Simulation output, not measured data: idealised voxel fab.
process module | voxel quadruple lines
cross-section cut | 285 nm wide | cells 5 nm
A cross-section is a grid of square cells, given in bands from the top down. A band is one or more rows of cells.
Each band's line starts with the height of the band's top and of its bottom, in nm. Then come its materials from left to right, each with its width in nm. One material with "throughout" fills the band from edge to edge. "air" is empty space.
Height 0 is the level under which the wafer as received is all one material. The lowest band goes on downwards, as in "0 down".
A width such as "30 to 40" changes by the same amount from each row of cells to the next, from the band's top row to its bottom row.
"no change" after a step means that no cell of the cross-section changed.
closed voids: empty space of 8 cells or more with no open way to the top, each as width x height at its distance from the left edge, in nm
after a step's settings: what the simulator itself notes on the step
overlay nm, on a step with a mask: how far to the right of its planned place the mask lay; to the left if negative
plan
1 op RECEIVE | material Si
2 op CONFORMAL_DEP | material SiO2 | thk nm 10
3 op DIRECTIONAL_DEP | material TiN | thk nm 10
4 op DIRECTIONAL_DEP | material polySi | thk nm 15
5 op DIRECTIONAL_DEP | material aC | thk nm 25
6 op PATTERN | tone cover | mask id MANDREL | material resist | width nm 15 | thk nm 35 | overlay nm 0
7 op DIRECTIONAL_ETCH | etch materials aC | depth nm 25
8 op STRIP | etch materials resist
9 op CONFORMAL_DEP | material SiO2 | thk nm 15
10 op DIRECTIONAL_ETCH | etch materials SiO2 | depth nm 15
11 op STRIP | etch materials aC
12 op DIRECTIONAL_ETCH | etch materials polySi | depth nm 15
13 op STRIP | etch materials SiO2
14 op CONFORMAL_DEP | material SiN | thk nm 5
15 op DIRECTIONAL_ETCH | etch materials SiN | depth nm 5
16 op STRIP | etch materials polySi
17 op DIRECTIONAL_ETCH | etch materials TiN | depth nm 10
18 op STRIP | etch materials SiN
varied across the wafers: width nm of step 6. The plan shows the first wafer's value. All wafers start alike
first wafer as received, after step 1
  0 down: Si throughout
  closed voids: none
each wafer at the end: cells of each material gained (+) or lost (-) since it was received, then its closed voids
width nm 15 | +114 SiO2 | +8 TiN | closed voids: none
width nm 20 | +114 SiO2 | +8 TiN | closed voids: none
width nm 25 | +114 SiO2 | +8 TiN | closed voids: none
width nm 30 | +114 SiO2 | +8 TiN | closed voids: none
width nm 35 | +114 SiO2 | +8 TiN | closed voids: none
width nm 40 | +114 SiO2 | +8 TiN | closed voids: none
